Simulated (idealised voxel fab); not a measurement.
Process module heading - voxel double patterning
The cross-section on display is named cut; it measures 260 nm wide, and its cells are 5 nm squares.
Cross-section format: a grid of square cells, given as bands from top to bottom; each band is one or more rows of cells.
This entry defines a band. It first specifies the height of the band's top and the height of its bottom in nm, and then specifies the band's materials from left to right, stating each material with its width in nm. The word "everywhere" identifies a single material that fills the band from edge to edge, while the word "air" identifies empty space.
Measure heights from 0. That's the level where, below it, the as-received wafer is all one material. The lowest band is bottomless and extends downward; write it as in "z 0 and below".
A width given as "30->40" starts at the first number in the band's top row and ends at the second number in its bottom row, shifting by an equal amount at every step from row to row.
The designation "identical to before", where it is given for a processing step, indicates that no cell of the cross-section was altered in the course of that step.
What "Enclosed void catalog" gives you is every empty space of 8 cells or more that is cut off from the top. Each appears as width x height at distance, with the distance taken from the left edge and width, height and distance all in nm.
Step line, after settings: the simulator's comment on this step.
overlay nm: on a step with a mask, how far right of its planned place the mask lay; negative means left.
THIS SECTION LISTS THE PROCESS STEPS THAT WERE PLANNED
step 1: op RECEIVE | material Si
step 2: op CONFORMAL_DEP | material SiO2 | thk nm 5
step 3: op DIRECTIONAL_DEP | material polySi | thk nm 20
step 4: op DIRECTIONAL_DEP | material SiN | thk nm 5
step 5: op PATTERN | tone open | mask id FIRST | material resist | width nm 15 | pitch nm 50 | thk nm 20 | overlay nm 0
step 6: op DIRECTIONAL_ETCH | etch materials SiN | depth nm 5
step 7: op STRIP | etch materials resist
step 8: op MASKED_ETCH | tone open | mask id SECOND | width nm 15 | pitch nm 50 | etch materials SiN | depth nm 5 | overlay nm -15
step 9: op DIRECTIONAL_ETCH | etch materials polySi | depth nm 20
step 10: op STRIP | etch materials SiN
Wafer-to-wafer difference: overlay nm, step 8. Common start. Plan = first wafer's value.
RECEIVED WAFERS, FIRST OF SEVERAL: CROSS-SECTION AFTER STEP 1
    z 0 and below | Si everywhere
    Enclosed void catalog: none
QUICK LOOK AT THE CROSS-SECTION OF THE FIRST OF SEVERAL WAFERS AFTER STEP 10, WHICH WRAPS UP THE MODULE
    z 25 to 5 | polySi=70 / air=25 / polySi=25 / air=25 / polySi=25 / air=15 / polySi=75
    z 5 to 0 | SiO2 everywhere
    z 0 and below | Si everywhere
    Enclosed void catalog: none
SHOWING THE LAST WAFER IN CROSS-SECTION AT THE END OF THE MODULE
    z 25 to 5 | polySi=70 / air=15 / polySi=25 / air=25 / polySi=25 / air=25 / polySi=75
    z 5 to 0 | SiO2 everywhere
    z 0 and below | Si everywhere
    Enclosed void catalog: none
QUICK KEY FOR THE TABLE: A ROW PER WAFER, TAKEN AT THE END OF THE MODULE. FOR EACH MATERIAL IT TELLS YOU HOW MANY CELLS THE WAFER GAINED (+) OR LOST (-) SINCE IT CAME IN, AND THE CLOSED VOIDS COME AFTER
overlay nm -15, +52 SiO2, +156 polySi, Enclosed void catalog: none
overlay nm -10, +52 SiO2, +148 polySi, Enclosed void catalog: none
overlay nm -5, +52 SiO2, +148 polySi, Enclosed void catalog: none
overlay nm 0, +52 SiO2, +148 polySi, Enclosed void catalog: none
overlay nm 5, +52 SiO2, +148 polySi, Enclosed void catalog: none
overlay nm 10, +52 SiO2, +148 polySi, Enclosed void catalog: none
overlay nm 15, +52 SiO2, +156 polySi, Enclosed void catalog: none
